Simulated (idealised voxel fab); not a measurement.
The following is a process module called voxel gate over fins.
235 nm wide, 5 nm square cells: that's cross-section cut.
In what follows, cross-sections appear as grids of square cells, described through bands that run from the top down, where every band is one or more rows of cells. Within each band entry, the heights of the top and of the bottom of the band appear first, in that order and in nm; the materials of the band then follow from left to right, each with its corresponding width in nm. The designation "throughout" on a single material indicates that it fills the band from edge to edge; the designation "air" indicates empty space. The level at which height equals 0 is the one under which the wafer, as it arrives, is entirely one material. No lower edge exists for the bottom band, which continues downward and is notated as in "0..down". Graded width ("30..40"): value in top row of band = first number; value in bottom row = second number; row-to-row change constant. Given "no alteration" for a step, no cell of the cross-section differs between before and after that step. Enclosed voids (no open way to top), threshold 8 cells or more, entry "Cavities, closed", notation width x height at distance, distance from left edge, nm. If you see something after the settings on a step's line, that's the simulator's own remark about that step. When a step includes a mask, the "overlay nm" setting on its line states how far to the right of its planned place that mask lay, and negative values state how far to the left.

-- The process steps that were planned are listed below
- 1: RECEIVE with material Si
- 2: CONFORMAL_DEP with material SiN, thk nm 10
- 3: DIRECTIONAL_DEP with material aC, thk nm 15
- 4: PATTERN with tone cover, mask id FINS, material resist, width nm 15, pitch nm 45, thk nm 35, overlay nm -15
- 5: DIRECTIONAL_ETCH with etch materials aC, depth nm 15
- 6: STRIP with etch materials resist
- 7: DIRECTIONAL_ETCH with etch materials SiN, depth nm 10
- 8: DIRECTIONAL_ETCH with etch materials Si, depth nm 40
- 9: STRIP with etch materials aC
- 10: OXIDIZE with depth nm 5
- 11: FILL_DEP with material SiO2, thk nm 5
- 12: CMP with height nm 10
- 13: SELECTIVE_ETCH with etch materials SiO2, depth nm 20
- 14: STRIP with etch materials SiN
- 15: CONFORMAL_DEP with material HfO2, thk nm 5
- 16: CONFORMAL_DEP with material TiN, thk nm 5
- 17: FILL_DEP with material W, thk nm 10
- 18: CMP with height nm 15
- 19: CONFORMAL_DEP with material SiN, thk nm 10
The plan shows the overlay nm of step 4 as the first wafer had it; this setting differs between the wafers, which start out alike.

-- Cross-section of the first of several received wafers, showing its state after step 1
    0..down: Si throughout
    Cavities, closed: none

-- The rows of the table below are wafers. Looking at the end of the module, a row counts, for every material, the cells the wafer has gained, shown as (+), or lost, shown as (-), since it was received; its closed voids come next
overlay nm -15, +55 HfO2, -405 Si, +94 SiN, +315 SiO2, +55 TiN, +121 W, Cavities, closed: none
overlay nm -10, +55 HfO2, -405 Si, +94 SiN, +315 SiO2, +55 TiN, +121 W, Cavities, closed: none
overlay nm -5, +55 HfO2, -405 Si, +94 SiN, +315 SiO2, +55 TiN, +121 W, Cavities, closed: none
overlay nm 0, +55 HfO2, -405 Si, +94 SiN, +315 SiO2, +55 TiN, +121 W, Cavities, closed: none
overlay nm 5, +55 HfO2, -405 Si, +94 SiN, +315 SiO2, +55 TiN, +121 W, Cavities, closed: none
overlay nm 10, +55 HfO2, -405 Si, +94 SiN, +315 SiO2, +55 TiN, +121 W, Cavities, closed: none
overlay nm 15, +55 HfO2, -405 Si, +94 SiN, +315 SiO2, +55 TiN, +121 W, Cavities, closed: none
